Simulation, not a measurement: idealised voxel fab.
Title: Process Module voxel released beams
We display cut, a cross-section 245 nm in width whose square cells are each 5 nm.
The cross-sections in this document take the form of a grid made of square cells. They are written out as bands, in order from top to bottom. Each band consists of one or more rows of cells.
What a band's entry tells you: where the top is and where the bottom is, as heights in nm, and after that what lies inside, material by material from left to right, each with its width in nm. Empty space is written as the word "air", and a single material marked with the word "full width" occupies the band from edge to edge.
Heights are expressed relative to 0, this being the level below which the as-received wafer comprises one material exclusively. The lowest band is unbounded in the downward direction and is denoted as in "from 0 down".
Top row gets the first number, bottom row gets the second, and each row in between changes by the same step: that is how a band width like "30..40" works.
"nothing got changed" (step): cross-section cells unchanged, all of them.
"Voids, sealed" specifies each empty space that is not open to the top and that occupies no fewer than 8 cells, using the form width x height at distance, the distance measured from the left edge and all three quantities in nm.
What comes after the settings on a step's line is commentary from the simulator itself on that step.
If you see "overlay nm" on a step's line and that step has a mask, it's telling you how far right of where it was planned the mask ended up; a negative number means it went left instead.

Steps planned for the process
1,op RECEIVE | material Si
2,op CONFORMAL_DEP | material Al2O3 | thk nm 5
3,op DIRECTIONAL_DEP | material SiO2 | thk nm 15
4,op MASKED_ETCH | tone open | mask id ANCHOR | width nm 25 | etch materials SiO2 | depth nm 15 | overlay nm 0
5,op CONFORMAL_DEP | material polySi | thk nm 10
6,op MASKED_ETCH | tone cover | mask id BEAM | width nm 70 | etch materials polySi | depth nm 10 | overlay nm 0
7,op STRIP | etch materials SiO2

Cross-section, incoming material, after step 1
> from 0 down | Si full width
> Voids, sealed: none

Looking at the first of two wafers in cross-section at end of module - ran to plan
> from 30 to 20 | air=85; polySi=15; air=5; polySi=50; air=90
> from 20 to 15 | air=90; polySi=10; air=5; polySi=10; air=130
> from 15 to 5 | air=90; polySi=25; air=130
> from 5 to 0 | Al2O3 full width
> from 0 down | Si full width
> Voids, sealed: none

Wafer two (of two), end-of-module cross-section: start = wafer one, plan = wafer one, one run mistake
> from 30 to 20 | air=80; polySi=20; air=5; polySi=45; air=95
> from 20 to 15 | air=90; polySi=10; air=5; polySi=10; air=130
> from 15 to 5 | air=90; polySi=25; air=130
> from 5 to 0 | Al2O3 full width
> from 0 down | Si full width
> Voids, sealed: none
Plan not followed: it should be noted that step 6 was executed with settings other than those planned, the operation and settings actually applied being op MASKED_ETCH | tone cover | mask id BEAM | width nm 70 | etch materials polySi | depth nm 10 | overlay nm -5
Tallied in cells, the final second wafer holds each material in the same quantity as the first, although not at the same places.
